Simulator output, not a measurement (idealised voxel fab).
process module | voxel fin reveal
cross-section cut | 185 nm wide | cells 5 nm
A cross-section is a grid of square cells, given in bands from the top down. A band is one or more rows of cells.
Each band's line starts with the height of the band's top and of its bottom, in nm. Then come its materials from left to right, each with its width in nm. One material with "throughout" fills the band from edge to edge. "air" is empty space.
Height 0 is the level under which the wafer as received is all one material. The lowest band goes on downwards, as in "0 down".
A width such as "30 to 40" changes by the same amount from each row of cells to the next, from the band's top row to its bottom row.
"no change" after a step means that no cell of the cross-section changed.
closed voids: empty space of 8 cells or more with no open way to the top, each as width x height at its distance from the left edge, in nm
after a step's settings: what the simulator itself notes on the step
overlay nm, on a step with a mask: how far to the right of its planned place the mask lay; to the left if negative
plan
1 op RECEIVE | material Si
2 op CONFORMAL_DEP | material SiN | thk nm 5
3 op PATTERN | tone cover | mask id FINS | material resist | width nm 15 | pitch nm 40 | thk nm 15 | overlay nm 0
4 op DIRECTIONAL_ETCH | etch materials SiN | depth nm 5
5 op DIRECTIONAL_ETCH | etch materials Si | depth nm 40
6 op STRIP | etch materials resist
7 op OXIDIZE | depth nm 5
8 op FILL_DEP | material SiO2 | thk nm 5
9 op CMP | height nm 5
10 op SELECTIVE_ETCH | etch materials SiO2 | depth nm 35
11 op STRIP | etch materials SiN
first wafer, as planned
as received, after step 1
  0 down: Si throughout
  closed voids: none
after step 2
  5 to 0: SiN throughout
  below 0: unchanged
after step 3
  20 to 5: air 45 | resist 15 | air 25 | resist 15 | air 25 | resist 15 | air 45
  below 5: unchanged
after step 4
  20 to 5: air 45 | resist 15 | air 25 | resist 15 | air 25 | resist 15 | air 45
  5 to 0: air 45 | SiN 15 | air 25 | SiN 15 | air 25 | SiN 15 | air 45
  below 0: unchanged
after step 5
  20 to 5: air 45 | resist 15 | air 25 | resist 15 | air 25 | resist 15 | air 45
  5 to 0: air 45 | SiN 15 | air 25 | SiN 15 | air 25 | SiN 15 | air 45
  0 to -40: air 45 | Si 15 | air 25 | Si 15 | air 25 | Si 15 | air 45
  below -40: unchanged
after step 6
  5 to 0: air 45 | SiN 15 | air 25 | SiN 15 | air 25 | SiN 15 | air 45
  below 0: unchanged
after step 7
  5 to 0: air 45 | SiN 15 | air 25 | SiN 15 | air 25 | SiN 15 | air 45
  0 to -40: air 45 | SiO2 5 | Si 5 | SiO2 5 | air 25 | SiO2 5 | Si 5 | SiO2 5 | air 25 | SiO2 5 | Si 5 | SiO2 5 | air 45
  -40 to -45: SiO2 50 | Si 5 | SiO2 35 | Si 5 | SiO2 35 | Si 5 | SiO2 50
  below -45: unchanged
after step 8
  10 to 5: SiO2 throughout
  5 to 0: SiO2 45 | SiN 15 | SiO2 25 | SiN 15 | SiO2 25 | SiN 15 | SiO2 45
  0 to -45: SiO2 50 | Si 5 | SiO2 35 | Si 5 | SiO2 35 | Si 5 | SiO2 50
  below -45: unchanged
after step 9
  5 to 0: SiO2 45 | SiN 15 | SiO2 25 | SiN 15 | SiO2 25 | SiN 15 | SiO2 45
  below 0: unchanged
after step 10
  5 to 0: air 45 | SiN 15 | air 25 | SiN 15 | air 25 | SiN 15 | air 45
  0 to -30: air 50 | Si 5 | air 35 | Si 5 | air 35 | Si 5 | air 50
  below -30: unchanged
after step 11
  0 to -30: air 50 | Si 5 | air 35 | Si 5 | air 35 | Si 5 | air 50
  below -30: unchanged
second wafer: like start, like plan, one mistake. Through step 2 it matches the first wafer
when step 3 should have ended
  20 to 5: resist 45 | air 15 | resist 25 | air 15 | resist 25 | air 15 | resist 45
  below 5: unchanged
when step 4 should have ended
  20 to 5: resist 45 | air 15 | resist 25 | air 15 | resist 25 | air 15 | resist 45
  5 to 0: SiN 45 | air 15 | SiN 25 | air 15 | SiN 25 | air 15 | SiN 45
  below 0: unchanged
when step 5 should have ended
  20 to 5: resist 45 | air 15 | resist 25 | air 15 | resist 25 | air 15 | resist 45
  5 to 0: SiN 45 | air 15 | SiN 25 | air 15 | SiN 25 | air 15 | SiN 45
  0 to -40: Si 45 | air 15 | Si 25 | air 15 | Si 25 | air 15 | Si 45
  below -40: unchanged
when step 6 should have ended
  5 to 0: SiN 45 | air 15 | SiN 25 | air 15 | SiN 25 | air 15 | SiN 45
  below 0: unchanged
when step 7 should have ended
  5 to 0: SiN 45 | air 15 | SiN 25 | air 15 | SiN 25 | air 15 | SiN 45
  0 to -40: Si 40 | SiO2 5 | air 15 | SiO2 5 | Si 15 | SiO2 5 | air 15 | SiO2 5 | Si 15 | SiO2 5 | air 15 | SiO2 5 | Si 40
  -40 to -45: Si 40 | SiO2 25 | Si 15 | SiO2 25 | Si 15 | SiO2 25 | Si 40
  below -45: unchanged
when step 8 should have ended
  10 to 5: SiO2 throughout
  5 to 0: SiN 45 | SiO2 15 | SiN 25 | SiO2 15 | SiN 25 | SiO2 15 | SiN 45
  0 to -45: Si 40 | SiO2 25 | Si 15 | SiO2 25 | Si 15 | SiO2 25 | Si 40
  below -45: unchanged
when step 9 should have ended
  5 to 0: SiN 45 | SiO2 15 | SiN 25 | SiO2 15 | SiN 25 | SiO2 15 | SiN 45
  below 0: unchanged
when step 10 should have ended
  5 to 0: SiN 45 | air 15 | SiN 25 | air 15 | SiN 25 | air 15 | SiN 45
  0 to -30: Si 40 | air 25 | Si 15 | air 25 | Si 15 | air 25 | Si 40
  below -30: unchanged
when step 11 should have ended
  0 to -30: Si 40 | air 25 | Si 15 | air 25 | Si 15 | air 25 | Si 40
  below -30: unchanged
what went wrong: step 3 ran as: op PATTERN | tone open | mask id FINS | material resist | width nm 15 | pitch nm 40 | thk nm 15 | overlay nm 0
at the end the second wafer has, in cells: 171 more of Si | 57 fewer of SiO2
